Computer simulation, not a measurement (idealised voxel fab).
Name of the process module below: voxel lift off
This is section cut - it's 270 nm across, gridded in 5 nm square cells.
A cross-section is a grid of square cells, given in bands from the top down. A band is one or more rows of cells. The entry gives the band's vertical extent as a top height and a bottom height in nm, then its horizontal make-up as materials from left to right, each with a width in nm. "air" stands for empty space; a single material marked "full width" fills the band edge to edge. Measure heights from 0. That's the level where, below it, the as-received wafer is all one material. The lowest band is bottomless and extends downward; write it as in "0 down". Width: "30..40" (first number = top row, second number = bottom row, same change from row to row of cells). The cross-section has no changed cell in any step marked "no alteration". Under "Completely enclosed voids" you'll find the enclosed gaps, the ones with no way out to the top, that are 8 cells or bigger; each reads width x height at distance, with distance counted from the left edge, everything in nm. Post-settings text on a step line: simulator's own remark regarding the step. overlay nm: where the mask lay relative to plan, measured to the right, on steps with a mask; negatives go left.

Below is the list of planned process steps
- 1: RECEIVE | material Si
- 2: CONFORMAL_DEP | material SiN | thk nm 5
- 3: PATTERN | tone open | mask id LINES | material resist | width nm 15 | pitch nm 45 | thk nm 20 | overlay nm 0
- 4: DIRECTIONAL_DEP | material Ru | thk nm 10
- 5: STRIP | etch materials resist
- 6: CONFORMAL_DEP | material SiCN | thk nm 10
The plan shows the thk nm of step 2 as the first wafer had it; this setting differs between the wafers, which start out alike.

First wafer of several, as received: cross-section after step 1
    0 down: Si full width
    Completely enclosed voids: none

Wafer cross-section (first of several) - module end, post step 6 (last step)
    25 to 15: air (50) / SiCN (35) / air (10) / SiCN (35) / air (10) / SiCN (35) / air (10) / SiCN (35) / air (50)
    15 to 5: SiCN (60) / Ru (15) / SiCN (30) / Ru (15) / SiCN (30) / Ru (15) / SiCN (30) / Ru (15) / SiCN (60)
    5 to 0: SiN full width
    0 down: Si full width
    Completely enclosed voids: none

Last wafer, end of module, cross-section
    40 to 30: air (50) / SiCN (35) / air (10) / SiCN (35) / air (10) / SiCN (35) / air (10) / SiCN (35) / air (50)
    30 to 20: SiCN (60) / Ru (15) / SiCN (30) / Ru (15) / SiCN (30) / Ru (15) / SiCN (30) / Ru (15) / SiCN (60)
    20 to 0: SiN full width
    0 down: Si full width
    Completely enclosed voids: none

Note: the following table is arranged by wafer, a row apiece. Each row reports the end-of-module state: per material, cells gained (+) or cells lost (-) compared with the wafer as received; closed voids follow
thk nm 5; +24 Ru; +140 SiCN; +54 SiN; Completely enclosed voids: none
thk nm 10; +24 Ru; +140 SiCN; +108 SiN; Completely enclosed voids: none
thk nm 15; +24 Ru; +140 SiCN; +162 SiN; Completely enclosed voids: none
thk nm 20; +24 Ru; +140 SiCN; +216 SiN; Completely enclosed voids: none
